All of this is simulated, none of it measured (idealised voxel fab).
Herein follows the process module entitled voxel spacer lines.
cross-section cut | 175 nm wide | cells 5 nm
Just so we're on the same page, the cross-sections are grids of square cells, and they're listed out in bands top to bottom, each band one or more rows deep. For a band, the entry starts with two heights in nm, that of the top and then that of the bottom, and carries on with the band's materials in order from left to right, each alongside its width in nm; the word "full width" beside a single material means it fills the band edge to edge, and "empty" means empty space. Basically, 0 is our baseline, since under it the wafer straight out of the box is all one material. The bottom band has no lower end and keeps on going down, so it looks like "0 down". You'd read "30 to 40" like this: the band's top row of cells is as wide as the first number, its bottom row is as wide as the second, and going down, every row changes width by the same amount as the row before did. What does "nothing was modified" mean for a step? It means no cell of the cross-section changed in that step. The list in "Closed void listing" covers empty spaces of 8 cells or more that cannot reach the top through any open way, and it gives each as width x height at distance; the distance is from the left edge, and width, height and distance are in nm. It should be noted that, on the line of a given step, the content following the step's settings is a remark produced by the simulator itself with respect to that step. overlay nm, on a step with a mask: how far to the right of its planned place the mask lay; to the left if negative.
PLANNED STEP LIST FOR THE PROCESS
1,RECEIVE [material Si]
2,CONFORMAL_DEP [material Al2O3] [thk nm 5]
3,DIRECTIONAL_DEP [material TiN] [thk nm 20]
4,DIRECTIONAL_DEP [material aC] [thk nm 30]
5,PATTERN [tone cover] [mask id MANDREL] [material resist] [width nm 20] [pitch nm 60] [thk nm 40] [overlay nm 0]
6,DIRECTIONAL_ETCH [etch materials aC] [depth nm 30]
7,STRIP [etch materials resist]
8,CONFORMAL_DEP [material SiO2] [thk nm 10]
9,DIRECTIONAL_ETCH [etch materials SiO2] [depth nm 10]
10,STRIP [etch materials aC]
11,DIRECTIONAL_ETCH [etch materials TiN] [depth nm 20]
12,STRIP [etch materials SiO2]
THE FOLLOWING PERTAINS TO THE FIRST OF TWO WAFERS, WHICH WAS PROCESSED AS PLANNED
RECEIVED-STATE CROSS-SECTION, REFLECTING COMPLETION OF STEP 1
    0 down = Si full width
    Closed void listing: none
SO THIS IS THE WAFER CROSS-SECTION RIGHT AFTER STEP 2
    5 to 0 = Al2O3 full width
    At heights below 0, the structure remains unaltered.
SO THIS IS THE WAFER CROSS-SECTION RIGHT AFTER STEP 3
    25 to 5 = TiN full width
    At heights below 5, the structure remains unaltered.
SO THIS IS THE WAFER CROSS-SECTION RIGHT AFTER STEP 4
    55 to 25 = aC full width
    At heights below 25, the structure remains unaltered.
SO THIS IS THE WAFER CROSS-SECTION RIGHT AFTER STEP 5
    95 to 55 = 15 empty, 20 resist, 40 empty, 20 resist, 40 empty, 20 resist, 20 empty
    At heights below 55, the structure remains unaltered.
SO THIS IS THE WAFER CROSS-SECTION RIGHT AFTER STEP 6
    65 to 55 = 15 empty, 20 resist, 40 empty, 20 resist, 40 empty, 20 resist, 20 empty
    55 to 25 = 15 empty, 20 aC, 40 empty, 20 aC, 40 empty, 20 aC, 20 empty
    At heights below 25, the structure remains unaltered.
SO THIS IS THE WAFER CROSS-SECTION RIGHT AFTER STEP 7
    55 to 25 = 15 empty, 20 aC, 40 empty, 20 aC, 40 empty, 20 aC, 20 empty
    At heights below 25, the structure remains unaltered.
SO THIS IS THE WAFER CROSS-SECTION RIGHT AFTER STEP 8
    65 to 55 = 5 empty, 40 SiO2, 20 empty, 40 SiO2, 20 empty, 40 SiO2, 10 empty
    55 to 35 = 5 empty, 10 SiO2, 20 aC, 10 SiO2, 20 empty, 10 SiO2, 20 aC, 10 SiO2, 20 empty, 10 SiO2, 20 aC, 10 SiO2, 10 empty
    35 to 25 = 15 SiO2, 20 aC, 40 SiO2, 20 aC, 40 SiO2, 20 aC, 20 SiO2
    At heights below 25, the structure remains unaltered.
SO THIS IS THE WAFER CROSS-SECTION RIGHT AFTER STEP 9
    55 to 25 = 5 empty, 10 SiO2, 20 aC, 10 SiO2, 20 empty, 10 SiO2, 20 aC, 10 SiO2, 20 empty, 10 SiO2, 20 aC, 10 SiO2, 10 empty
    At heights below 25, the structure remains unaltered.
SO THIS IS THE WAFER CROSS-SECTION RIGHT AFTER STEP 10
    55 to 25 = 5 empty, 10 SiO2, 20 empty, 10 SiO2, 20 empty, 10 SiO2, 20 empty, 10 SiO2, 20 empty, 10 SiO2, 20 empty, 10 SiO2, 10 empty
    At heights below 25, the structure remains unaltered.
SO THIS IS THE WAFER CROSS-SECTION RIGHT AFTER STEP 11
    55 to 25 = 5 empty, 10 SiO2, 20 empty, 10 SiO2, 20 empty, 10 SiO2, 20 empty, 10 SiO2, 20 empty, 10 SiO2, 20 empty, 10 SiO2, 10 empty
    25 to 5 = 5 empty, 10 TiN, 20 empty, 10 TiN, 20 empty, 10 TiN, 20 empty, 10 TiN, 20 empty, 10 TiN, 20 empty, 10 TiN, 10 empty
    At heights below 5, the structure remains unaltered.
SO THIS IS THE WAFER CROSS-SECTION RIGHT AFTER STEP 12
    25 to 5 = 5 empty, 10 TiN, 20 empty, 10 TiN, 20 empty, 10 TiN, 20 empty, 10 TiN, 20 empty, 10 TiN, 20 empty, 10 TiN, 10 empty
    At heights below 5, the structure remains unaltered.
OKAY, SECOND WAFER. NOTHING DIFFERENT AT THE START, NOTHING DIFFERENT IN THE PLAN, JUST ONE MISTAKE SOMEWHERE IN THE RUNNING. AS FAR AS STEP 4, COUNTING THAT STEP, IT'S THE FIRST WAFER ALL OVER AGAIN
HERE IS THE SECOND WAFER IN CROSS-SECTION AT THE POINT WHERE STEP 5 OF THE PLAN SHOULD HAVE BEEN DONE
    95 to 55 = 15 empty, 25 resist, 35 empty, 25 resist, 35 empty, 25 resist, 15 empty
    At heights below 55, the structure remains unaltered.
HERE IS THE SECOND WAFER IN CROSS-SECTION AT THE POINT WHERE STEP 6 OF THE PLAN SHOULD HAVE BEEN DONE
    65 to 55 = 15 empty, 25 resist, 35 empty, 25 resist, 35 empty, 25 resist, 15 empty
    55 to 25 = 15 empty, 25 aC, 35 empty, 25 aC, 35 empty, 25 aC, 15 empty
    At heights below 25, the structure remains unaltered.
HERE IS THE SECOND WAFER IN CROSS-SECTION AT THE POINT WHERE STEP 7 OF THE PLAN SHOULD HAVE BEEN DONE
    55 to 25 = 15 empty, 25 aC, 35 empty, 25 aC, 35 empty, 25 aC, 15 empty
    At heights below 25, the structure remains unaltered.
HERE IS THE SECOND WAFER IN CROSS-SECTION AT THE POINT WHERE STEP 8 OF THE PLAN SHOULD HAVE BEEN DONE
    65 to 55 = 5 empty, 45 SiO2, 15 empty, 45 SiO2, 15 empty, 45 SiO2, 5 empty
    55 to 35 = 5 empty, 10 SiO2, 25 aC, 10 SiO2, 15 empty, 10 SiO2, 25 aC, 10 SiO2, 15 empty, 10 SiO2, 25 aC, 10 SiO2, 5 empty
    35 to 25 = 15 SiO2, 25 aC, 35 SiO2, 25 aC, 35 SiO2, 25 aC, 15 SiO2
    At heights below 25, the structure remains unaltered.
HERE IS THE SECOND WAFER IN CROSS-SECTION AT THE POINT WHERE STEP 9 OF THE PLAN SHOULD HAVE BEEN DONE
    55 to 25 = 5 empty, 10 SiO2, 25 aC, 10 SiO2, 15 empty, 10 SiO2, 25 aC, 10 SiO2, 15 empty, 10 SiO2, 25 aC, 10 SiO2, 5 empty
    At heights below 25, the structure remains unaltered.
HERE IS THE SECOND WAFER IN CROSS-SECTION AT THE POINT WHERE STEP 10 OF THE PLAN SHOULD HAVE BEEN DONE
    55 to 25 = 5 empty, 10 SiO2, 25 empty, 10 SiO2, 15 empty, 10 SiO2, 25 empty, 10 SiO2, 15 empty, 10 SiO2, 25 empty, 10 SiO2, 5 empty
    At heights below 25, the structure remains unaltered.
HERE IS THE SECOND WAFER IN CROSS-SECTION AT THE POINT WHERE STEP 11 OF THE PLAN SHOULD HAVE BEEN DONE
    55 to 25 = 5 empty, 10 SiO2, 25 empty, 10 SiO2, 15 empty, 10 SiO2, 25 empty, 10 SiO2, 15 empty, 10 SiO2, 25 empty, 10 SiO2, 5 empty
    25 to 5 = 5 empty, 10 TiN, 25 empty, 10 TiN, 15 empty, 10 TiN, 25 empty, 10 TiN, 15 empty, 10 TiN, 25 empty, 10 TiN, 5 empty
    At heights below 5, the structure remains unaltered.
HERE IS THE SECOND WAFER IN CROSS-SECTION AT THE POINT WHERE STEP 12 OF THE PLAN SHOULD HAVE BEEN DONE
    25 to 5 = 5 empty, 10 TiN, 25 empty, 10 TiN, 15 empty, 10 TiN, 25 empty, 10 TiN, 15 empty, 10 TiN, 25 empty, 10 TiN, 5 empty
    At heights below 5, the structure remains unaltered.
Here's what went sideways: note that step 5 departed from the planned setting and was carried out as PATTERN [tone cover] [mask id MANDREL] [material resist] [width nm 25] [pitch nm 60] [thk nm 40] [overlay nm 0]
Cell counts per material: same on both final wafers. Positions: different.
